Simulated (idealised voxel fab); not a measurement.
Process module in this document: voxel ribs on slabs
cross-section cut | 150 nm wide | cells 5 nm
A cross-section is written here as square cells arranged in a grid, and it is given in bands from the top down, each band taking up one or more rows of cells. Within each band entry, the heights of the top and of the bottom of the band appear first, in that order and in nm; the materials of the band then follow from left to right, each with its corresponding width in nm. The designation "everywhere" on a single material indicates that it fills the band from edge to edge; the designation "blank" indicates empty space. Where do heights start? At 0: under that level the wafer as delivered is made of one material only. And the lowest band has no floor; it just carries on downward, as in "top 0, no bottom". A two-number width, for instance "30->40", indicates that the width is equal to the first number in the top row of the band and to the second number in the bottom row, and that it changes by a constant amount per row of cells. "no alterations made" after a step means that no cell of the cross-section changed. In "Closed void table" the enclosed voids are listed, meaning empty spaces of 8 cells or larger without any opening to the top. The form is width x height at distance, distance from the left edge, units nm. Text after the settings on a step's line: the simulator's own remark on that step. overlay nm: for a step with a mask, the amount by which the mask lay right of where it was planned; a negative amount means left of it.
-- Set out below are the planned steps of the process
1) op RECEIVE | material Si
2) op DIRECTIONAL_DEP | material SiO2 | thk nm 25
3) op DIRECTIONAL_DEP | material polySi | thk nm 15
4) op DIRECTIONAL_DEP | material aC | thk nm 10
5) op PATTERN | tone cover | mask id RIB | material resist | width nm 15 | thk nm 25 | overlay nm 0
6) op DIRECTIONAL_ETCH | etch materials aC | depth nm 10
7) op STRIP | etch materials resist
8) op DIRECTIONAL_ETCH | etch materials polySi | depth nm 10
9) op STRIP | etch materials aC
10) op DIRECTIONAL_DEP | material aC | thk nm 15
11) op PATTERN | tone cover | mask id SLAB | material resist | width nm 55 | thk nm 35 | overlay nm 0
12) op DIRECTIONAL_ETCH | etch materials aC | depth nm 15
13) op STRIP | etch materials resist
14) op DIRECTIONAL_ETCH | etch materials polySi | depth nm 5
15) op STRIP | etch materials aC
16) op FILL_DEP | material SiO2 | thk nm 15
17) op CMP | height nm 50
18) op DIRECTIONAL_DEP | material TiN | thk nm 10
19) op DIRECTIONAL_DEP | material aC | thk nm 15
20) op PATTERN | tone cover | mask id HEATER | material resist | width nm 25 | thk nm 35 | overlay nm 0
21) op DIRECTIONAL_ETCH | etch materials aC | depth nm 15
22) op STRIP | etch materials resist
23) op DIRECTIONAL_ETCH | etch materials TiN | depth nm 10
24) op STRIP | etch materials aC
25) op CONFORMAL_DEP | material SiN | thk nm 5
-- The cross-section here shows the wafer as received, i.e. in its state after step 1
* top 0, no bottom | Si everywhere
* Closed void table: none
-- First of two wafers, end-of-module section, run followed plan
* top 65, bottom 60 | blank (55), then SiN (35), then blank (60)
* top 60, bottom 55 | blank (55), then SiN (5), then TiN (25), then SiN (5), then blank (60)
* top 55, bottom 50 | SiN (60), then TiN (25), then SiN (65)
* top 50, bottom 40 | SiO2 everywhere
* top 40, bottom 30 | SiO2 (65), then polySi (15), then SiO2 (70)
* top 30, bottom 25 | SiO2 (45), then polySi (55), then SiO2 (50)
* top 25, bottom 0 | SiO2 everywhere
* top 0, no bottom | Si everywhere
* Closed void table: none
-- Second wafer through the module, sectioned at the end: same beginning and same plan as the first wafer, with one mistake in carrying it out
* top 65, bottom 60 | blank (60), then SiN (30), then blank (60)
* top 60, bottom 55 | blank (60), then SiN (5), then TiN (20), then SiN (5), then blank (60)
* top 55, bottom 50 | SiN (65), then TiN (20), then SiN (65)
* top 50, bottom 40 | SiO2 everywhere
* top 40, bottom 30 | SiO2 (65), then polySi (15), then SiO2 (70)
* top 30, bottom 25 | SiO2 (45), then polySi (55), then SiO2 (50)
* top 25, bottom 0 | SiO2 everywhere
* top 0, no bottom | Si everywhere
* Closed void table: none
In executing the process, a mistake was made relative to the plan: in deviation from the planned setting, step 20 was conducted as op PATTERN | tone cover | mask id HEATER | material resist | width nm 20 | thk nm 35 | overlay nm 0
Per the end-of-run cell counts, the second wafer holds more or fewer of some materials than the first: -2 TiN
